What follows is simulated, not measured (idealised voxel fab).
Name of the process module below: voxel wiring stack
Section shown: cut. Width: 200 nm. Cell size: 5 nm, square.
Format of a cross-section: grid, square cells. Given as bands. Order: top down. Band: one or more rows of cells.
Within each band entry, the heights of the top and of the bottom of the band appear first, in that order and in nm; the materials of the band then follow from left to right, each with its corresponding width in nm. The designation "edge to edge" on a single material indicates that it fills the band from edge to edge; the designation "air" indicates empty space.
Height reference: 0 = level under which incoming wafer is all one material. Lowest band: no bottom, runs on downward, e.g. "from 0 down".
So if you see something like "30 to 40" for the width, read it as the top row of the band sitting at the first number and the bottom row at the second, with every row in between moving by the same amount as the last.
"no alterations made" means the step left every cell of the cross-section as it was.
This entry, "Cavities, closed", enumerates those empty regions of no fewer than 8 cells that possess no open connection to the top. Each region is reported in the form width x height at distance, the distance being taken from the left edge, with all three quantities expressed in nm.
Text after the settings on a step's line: the simulator's own remark on that step.
"overlay nm", when on a step's line for a step with a mask, measures how far to the right of its planned place the mask lay; a negative measure means to the left.

# Here's what the planned process steps look like
1) RECEIVE with material Si
2) CONFORMAL_DEP with material SiO2, thk nm 10
3) DIRECTIONAL_DEP with material TiN, thk nm 5
4) DIRECTIONAL_DEP with material W, thk nm 25
5) DIRECTIONAL_DEP with material aC, thk nm 15
6) PATTERN with tone cover, mask id METAL_1, material resist, width nm 20, pitch nm 40, thk nm 35, overlay nm 0
7) DIRECTIONAL_ETCH with etch materials aC, depth nm 15
8) STRIP with etch materials resist
9) DIRECTIONAL_ETCH with etch materials W, depth nm 25
10) DIRECTIONAL_ETCH with etch materials TiN, depth nm 5
11) STRIP with etch materials aC
12) FILL_DEP with material lowk, thk nm 5
13) CMP with height nm 40
14) CONFORMAL_DEP with material SiCN, thk nm 5
15) DIRECTIONAL_DEP with material lowk, thk nm 10
16) DIRECTIONAL_DEP with material aC, thk nm 15
17) PATTERN with tone open, mask id PLUG_1, material resist, width nm 15, pitch nm 40, thk nm 35, overlay nm 0
18) DIRECTIONAL_ETCH with etch materials aC, depth nm 15
19) STRIP with etch materials resist
20) DIRECTIONAL_ETCH with etch materials lowk, depth nm 10
21) DIRECTIONAL_ETCH with etch materials SiCN, depth nm 5
22) STRIP with etch materials aC
23) EPI with material Ru, thk nm 10
24) EPI with material Ru, thk nm 5
25) CONFORMAL_DEP with material SiN, thk nm 5
26) DIRECTIONAL_DEP with material SiO2, thk nm 15
27) MASKED_ETCH with tone open, mask id METAL_2, width nm 20, pitch nm 40, etch materials SiO2, depth nm 15, overlay nm 0
28) MASKED_ETCH with tone open, mask id METAL_2, width nm 20, pitch nm 40, etch materials SiN, depth nm 5, overlay nm 0
29) CONFORMAL_DEP with material TiN, thk nm 5
30) FILL_DEP with material W, thk nm 5
31) CMP with height nm 75
32) EPI with material Ru, thk nm 5
33) FILL_DEP with material SiCN, thk nm 5
34) DIRECTIONAL_DEP with material SiO2, thk nm 15
35) DIRECTIONAL_DEP with material aC, thk nm 10
36) PATTERN with tone open, mask id PLUG_2, material resist, width nm 15, pitch nm 40, thk nm 25, overlay nm 0
37) DIRECTIONAL_ETCH with etch materials aC, depth nm 10
38) STRIP with etch materials resist
39) DIRECTIONAL_ETCH with etch materials SiO2, depth nm 15
40) DIRECTIONAL_ETCH with etch materials SiCN, depth nm 5
41) STRIP with etch materials aC
42) EPI with material Ru, thk nm 10
43) EPI with material Ru, thk nm 10
44) DIRECTIONAL_DEP with material TiN, thk nm 5
45) DIRECTIONAL_DEP with material W, thk nm 15
46) MASKED_ETCH with tone cover, mask id METAL_3, width nm 20, pitch nm 40, etch materials W, depth nm 15, overlay nm 0
47) MASKED_ETCH with tone cover, mask id METAL_3, width nm 20, pitch nm 40, etch materials TiN, depth nm 5, overlay nm 0
48) FILL_DEP with material SiO2, thk nm 10
49) CMP with height nm 120
50) CONFORMAL_DEP with material SiN, thk nm 5

# Incoming wafer in cross-section (state: after step 1)
    from 0 down | Si edge to edge
    Cavities, closed: none

# Cross-sectional image of the first of two wafers at the end of the module, the run having proceeded as planned
    from 125 to 120 | SiN edge to edge
    from 120 to 105 | SiO2 50  W 20  SiO2 20  W 20  SiO2 20  W 20  SiO2 50
    from 105 to 100 | SiO2 50  TiN 20  SiO2 20  TiN 20  SiO2 20  TiN 20  SiO2 50
    from 100 to 85 | SiO2 50  Ru 15  SiO2 25  Ru 15  SiO2 25  Ru 15  SiO2 55
    from 85 to 75 | SiCN 50 to 45  Ru 15 to 30  SiCN 25 to 10  Ru 15 to 30  SiCN 25 to 10  Ru 15 to 30  SiCN 55 to 45
    from 75 to 60 | SiO2 50  TiN 5  W 10  TiN 5  SiO2 20  TiN 5  W 10  TiN 5  SiO2 20  TiN 5  W 10  TiN 5  SiO2 50
    from 60 to 55 | SiN 50  TiN 20  SiN 20  TiN 20  SiN 20  TiN 20  SiN 50
    from 55 to 45 | lowk 50  Ru 15  lowk 25  Ru 15  lowk 25  Ru 15  lowk 55
    from 45 to 40 | SiCN 50  Ru 15  SiCN 25  Ru 15  SiCN 25  Ru 15  SiCN 55
    from 40 to 15 | lowk 50  W 20  lowk 20  W 20  lowk 20  W 20  lowk 50
    from 15 to 10 | lowk 50  TiN 20  lowk 20  TiN 20  lowk 20  TiN 20  lowk 50
    from 10 to 0 | SiO2 edge to edge
    from 0 down | Si edge to edge
    Cavities, closed: none

# second wafer at the end: like start, like plan, one mistake
    from 125 to 120 | SiN edge to edge
    from 120 to 105 | SiO2 50  W 20  SiO2 20  W 20  SiO2 20  W 20  SiO2 50
    from 105 to 100 | SiO2 50  TiN 20  SiO2 20  TiN 20  SiO2 20  TiN 20  SiO2 50
    from 100 to 85 | SiO2 50  Ru 15  SiO2 25  Ru 15  SiO2 25  Ru 15  SiO2 55
    from 85 to 75 | SiCN 50 to 45  Ru 15 to 30  SiCN 25 to 10  Ru 15 to 30  SiCN 25 to 10  Ru 15 to 30  SiCN 55 to 45
    from 75 to 60 | SiO2 50  TiN 5  W 10  TiN 5  SiO2 20  TiN 5  W 10  TiN 5  SiO2 20  TiN 5  W 10  TiN 5  SiO2 50
    from 60 to 55 | SiN 50  TiN 20  SiN 20  TiN 20  SiN 20  TiN 20  SiN 50
    from 55 to 45 | lowk 50  Ru 15  lowk 25  Ru 15  lowk 25  Ru 15  lowk 55
    from 45 to 40 | SiCN 50  Ru 15  SiCN 25  Ru 15  SiCN 25  Ru 15  SiCN 55
    from 40 to 20 | lowk 50  W 20  lowk 20  W 20  lowk 20  W 20  lowk 50
    from 20 to 15 | lowk 50  TiN 20  lowk 20  TiN 20  lowk 20  TiN 20  lowk 50
    from 15 to 0 | SiO2 edge to edge
    from 0 down | Si edge to edge
    Cavities, closed: none
Finding, execution versus plan: step 2, actual vs plan mismatch, actual run CONFORMAL_DEP with material SiO2, thk nm 15
The final cell counts differ between the wafers, with the second having more or fewer of some materials than the first: +40 SiO2; -12 W; -28 lowk
